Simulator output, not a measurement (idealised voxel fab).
Module name: voxel tone inversion (process module)
The cross-section shown here is cut; it is 210 nm wide and divided into square cells measuring 5 nm on a side.
For the purposes of this document, a cross-section shall be understood as a grid of square cells, specified as bands listed in top-to-bottom order, each band consisting of one or more rows of cells. This entry defines a band. It first specifies the height of the band's top and the height of its bottom in nm, and then specifies the band's materials from left to right, stating each material with its width in nm. The word "throughout" identifies a single material that fills the band from edge to edge, while the word "air" identifies empty space. Height reference: 0 = level under which incoming wafer is all one material. Lowest band: no bottom, runs on downward, e.g. "z 0 and below". A two-number width, for instance "30->40", indicates that the width is equal to the first number in the top row of the band and to the second number in the bottom row, and that it changes by a constant amount per row of cells. Basically "no change" means that step didn't change any cell in the cross-section. This entry, "Fully sealed voids", enumerates those empty regions of no fewer than 8 cells that possess no open connection to the top. Each region is reported in the form width x height at distance, the distance being taken from the left edge, with all three quantities expressed in nm. If you see something after the settings on a step's line, that's the simulator's own remark about that step. The setting "overlay nm" may be written on the line of a step. When the step uses a mask, the value reports how far to the right of the planned place the mask lay, and a negative value reports that it lay to the left.

Steps planned for the process:
1) RECEIVE with material Si
2) CONFORMAL_DEP with material SiCN, thk nm 5
3) DIRECTIONAL_DEP with material aC, thk nm 25
4) PATTERN with tone cover, mask id POSTS, material resist, width nm 15, pitch nm 40, thk nm 30, overlay nm 0
5) DIRECTIONAL_ETCH with etch materials aC, depth nm 25
6) STRIP with etch materials resist
7) FILL_DEP with material lowk, thk nm 5
8) CMP with height nm 30
9) STRIP with etch materials aC
10) CONFORMAL_DEP with material TiN, thk nm 5
11) FILL_DEP with material Ru, thk nm 10
12) CMP with height nm 30
13) CONFORMAL_DEP with material SiCN, thk nm 5

The following pertains to the first of two wafers, which was processed as planned:

Cross-sectional view of the wafer in its as-received condition, corresponding to the state after step 1:
z 0 and below | Si throughout
Fully sealed voids: none

Take a look at the wafer's cross-section after step 2:
z 5 to 0 | SiCN throughout
For the remainder of the cross-section, below 0, there is no change.

Take a look at the wafer's cross-section after step 3:
z 30 to 5 | aC throughout
For the remainder of the cross-section, below 5, there is no change.

Take a look at the wafer's cross-section after step 4:
z 60 to 30 | 75 air, then 15 resist, then 25 air, then 15 resist, then 80 air
For the remainder of the cross-section, below 30, there is no change.

Take a look at the wafer's cross-section after step 5:
z 35 to 30 | 75 air, then 15 resist, then 25 air, then 15 resist, then 80 air
z 30 to 5 | 75 air, then 15 aC, then 25 air, then 15 aC, then 80 air
For the remainder of the cross-section, below 5, there is no change.

Take a look at the wafer's cross-section after step 6:
z 30 to 5 | 75 air, then 15 aC, then 25 air, then 15 aC, then 80 air
For the remainder of the cross-section, below 5, there is no change.

Take a look at the wafer's cross-section after step 7:
z 35 to 30 | lowk throughout
z 30 to 5 | 75 lowk, then 15 aC, then 25 lowk, then 15 aC, then 80 lowk
For the remainder of the cross-section, below 5, there is no change.

Take a look at the wafer's cross-section after step 8:
z 30 to 5 | 75 lowk, then 15 aC, then 25 lowk, then 15 aC, then 80 lowk
For the remainder of the cross-section, below 5, there is no change.

Take a look at the wafer's cross-section after step 9:
z 30 to 5 | 75 lowk, then 15 air, then 25 lowk, then 15 air, then 80 lowk
For the remainder of the cross-section, below 5, there is no change.

Take a look at the wafer's cross-section after step 10:
z 35 to 30 | 80 TiN, then 5 air, then 35 TiN, then 5 air, then 85 TiN
z 30 to 10 | 75 lowk, then 5 TiN, then 5 air, then 5 TiN, then 25 lowk, then 5 TiN, then 5 air, then 5 TiN, then 80 lowk
z 10 to 5 | 75 lowk, then 15 TiN, then 25 lowk, then 15 TiN, then 80 lowk
For the remainder of the cross-section, below 5, there is no change.

Take a look at the wafer's cross-section after step 11:
z 45 to 35 | Ru throughout
z 35 to 30 | 80 TiN, then 5 Ru, then 35 TiN, then 5 Ru, then 85 TiN
z 30 to 10 | 75 lowk, then 5 TiN, then 5 Ru, then 5 TiN, then 25 lowk, then 5 TiN, then 5 Ru, then 5 TiN, then 80 lowk
For the remainder of the cross-section, below 10, there is no change.

Take a look at the wafer's cross-section after step 12:
z 30 to 10 | 75 lowk, then 5 TiN, then 5 Ru, then 5 TiN, then 25 lowk, then 5 TiN, then 5 Ru, then 5 TiN, then 80 lowk
For the remainder of the cross-section, below 10, there is no change.

Take a look at the wafer's cross-section after step 13:
z 35 to 30 | SiCN throughout
For the remainder of the cross-section, below 30, there is no change.

Here the second wafer is described. Its start and its plan were those of the first wafer. Its run contained one mistake. Up to and including step 3, it did exactly what the first wafer did:

Cross-sectional view of the second wafer at the intended end time of process step 4:
z 60 to 30 | 70 air, then 25 resist, then 15 air, then 25 resist, then 75 air
For the remainder of the cross-section, below 30, there is no change.

Cross-sectional view of the second wafer at the intended end time of process step 5:
z 35 to 30 | 70 air, then 25 resist, then 15 air, then 25 resist, then 75 air
z 30 to 5 | 70 air, then 25 aC, then 15 air, then 25 aC, then 75 air
For the remainder of the cross-section, below 5, there is no change.

Cross-sectional view of the second wafer at the intended end time of process step 6:
z 30 to 5 | 70 air, then 25 aC, then 15 air, then 25 aC, then 75 air
For the remainder of the cross-section, below 5, there is no change.

Cross-sectional view of the second wafer at the intended end time of process step 7:
z 35 to 30 | lowk throughout
z 30 to 5 | 70 lowk, then 25 aC, then 15 lowk, then 25 aC, then 75 lowk
For the remainder of the cross-section, below 5, there is no change.

Cross-sectional view of the second wafer at the intended end time of process step 8:
z 30 to 5 | 70 lowk, then 25 aC, then 15 lowk, then 25 aC, then 75 lowk
For the remainder of the cross-section, below 5, there is no change.

Cross-sectional view of the second wafer at the intended end time of process step 9:
z 30 to 5 | 70 lowk, then 25 air, then 15 lowk, then 25 air, then 75 lowk
For the remainder of the cross-section, below 5, there is no change.

Cross-sectional view of the second wafer at the intended end time of process step 10:
z 35 to 30 | 75 TiN, then 15 air, then 25 TiN, then 15 air, then 80 TiN
z 30 to 10 | 70 lowk, then 5 TiN, then 15 air, then 5 TiN, then 15 lowk, then 5 TiN, then 15 air, then 5 TiN, then 75 lowk
z 10 to 5 | 70 lowk, then 25 TiN, then 15 lowk, then 25 TiN, then 75 lowk
For the remainder of the cross-section, below 5, there is no change.

Cross-sectional view of the second wafer at the intended end time of process step 11:
z 45 to 35 | Ru throughout
z 35 to 30 | 75 TiN, then 15 Ru, then 25 TiN, then 15 Ru, then 80 TiN
z 30 to 10 | 70 lowk, then 5 TiN, then 15 Ru, then 5 TiN, then 15 lowk, then 5 TiN, then 15 Ru, then 5 TiN, then 75 lowk
For the remainder of the cross-section, below 10, there is no change.

Cross-sectional view of the second wafer at the intended end time of process step 12:
z 30 to 10 | 70 lowk, then 5 TiN, then 15 Ru, then 5 TiN, then 15 lowk, then 5 TiN, then 15 Ru, then 5 TiN, then 75 lowk
For the remainder of the cross-section, below 10, there is no change.

Cross-sectional view of the second wafer at the intended end time of process step 13:
z 35 to 30 | SiCN throughout
For the remainder of the cross-section, below 30, there is no change.
Nonconformance to the process plan: note that step 4 departed from the planned setting and was carried out as PATTERN with tone cover, mask id POSTS, material resist, width nm 25, pitch nm 40, thk nm 30, overlay nm 0
Once processing is complete, comparing cell counts shows that the second wafer has more or fewer of certain materials than the first: Ru +16; TiN +4; lowk -20
